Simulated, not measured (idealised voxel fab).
Presented below is a process module, voxel ribs on slabs.
Pictured: cross-section cut, 265 nm wide, on a grid of 5 nm square cells.
Notation: cross-section as square-cell grid; stated in bands, top first, going down; one or more cell rows per band.
This entry defines a band. It first specifies the height of the band's top and the height of its bottom in nm, and then specifies the band's materials from left to right, stating each material with its width in nm. The word "everywhere" identifies a single material that fills the band from edge to edge, while the word "air" identifies empty space.
Heights are reckoned from 0. Under this level, the received wafer is all of one material. The bottommost band is open-ended downward, for example "0 -> down".
The expression "30 to 40" gives the width at the extremes of the band, the first number at its top row of cells and the second at its bottom row, with the width changing by equal amounts from each row to the next in between.
No cell of the cross-section changed in a step that is given as "no change".
"Sealed-off cavities" - sealed voids, min. 8 cells, no opening to top; format: width x height at distance (distance from left edge; nm throughout).
What comes after the settings on a step's line is commentary from the simulator itself on that step.
overlay nm: step with mask; distance mask lay right of planned place; negative value = left of planned place.
Intended process steps:
1 RECEIVE [material Si]
2 DIRECTIONAL_DEP [material SiO2] [thk nm 20]
3 DIRECTIONAL_DEP [material polySi] [thk nm 20]
4 DIRECTIONAL_DEP [material aC] [thk nm 15]
5 PATTERN [tone cover] [mask id RIB] [material resist] [width nm 20] [thk nm 30] [overlay nm -15]
6 DIRECTIONAL_ETCH [etch materials aC] [depth nm 15]
7 STRIP [etch materials resist]
8 DIRECTIONAL_ETCH [etch materials polySi] [depth nm 10]
9 STRIP [etch materials aC]
10 MASKED_ETCH [tone cover] [mask id SLAB] [width nm 50] [etch materials polySi] [depth nm 10] [overlay nm 0]
11 FILL_DEP [material SiO2] [thk nm 15]
12 CMP [height nm 50]
13 DIRECTIONAL_DEP [material W] [thk nm 10]
14 MASKED_ETCH [tone cover] [mask id HEATER] [width nm 30] [etch materials W] [depth nm 10] [overlay nm 0]
15 CONFORMAL_DEP [material SiN] [thk nm 5]
Quick note for whoever runs this: the wafers start identical, but the overlay nm at step 5 isn't the same across them. The plan just shows what the first wafer had.
Cross-sectional view of the first of several wafers in the as-received condition, corresponding to the state following step 1:
> 0 -> down | Si everywhere
> Sealed-off cavities: none
Take a look at the first of several wafers in cross-section: the module is done, and step 15 was its last step:
> 65 -> 60 | air 110, then SiN 40, then air 115
> 60 -> 55 | air 110, then SiN 5, then W 30, then SiN 5, then air 115
> 55 -> 50 | SiN 115, then W 30, then SiN 120
> 50 -> 40 | SiO2 everywhere
> 40 -> 30 | SiO2 105, then polySi 20, then SiO2 140
> 30 -> 20 | SiO2 105, then polySi 50, then SiO2 110
> 20 -> 0 | SiO2 everywhere
> 0 -> down | Si everywhere
> Sealed-off cavities: none
A cross-section through the last wafer at the close of the module:
> 65 -> 60 | air 110, then SiN 40, then air 115
> 60 -> 55 | air 110, then SiN 5, then W 30, then SiN 5, then air 115
> 55 -> 50 | SiN 115, then W 30, then SiN 120
> 50 -> 40 | SiO2 everywhere
> 40 -> 30 | SiO2 135, then polySi 20, then SiO2 110
> 30 -> 20 | SiO2 105, then polySi 50, then SiO2 110
> 20 -> 0 | SiO2 everywhere
> 0 -> down | Si everywhere
> Sealed-off cavities: none
Per-wafer rows below. For each material: cells gained (+) or lost (-) since the wafer was received, as of end of module. Then: closed voids:
overlay nm -15, +57 SiN, +502 SiO2, +12 W, +28 polySi, Sealed-off cavities: none
overlay nm -10, +57 SiN, +502 SiO2, +12 W, +28 polySi, Sealed-off cavities: none
overlay nm -5, +57 SiN, +502 SiO2, +12 W, +28 polySi, Sealed-off cavities: none
overlay nm 0, +57 SiN, +502 SiO2, +12 W, +28 polySi, Sealed-off cavities: none
overlay nm 5, +57 SiN, +502 SiO2, +12 W, +28 polySi, Sealed-off cavities: none
overlay nm 10, +57 SiN, +502 SiO2, +12 W, +28 polySi, Sealed-off cavities: none
overlay nm 15, +57 SiN, +502 SiO2, +12 W, +28 polySi, Sealed-off cavities: none
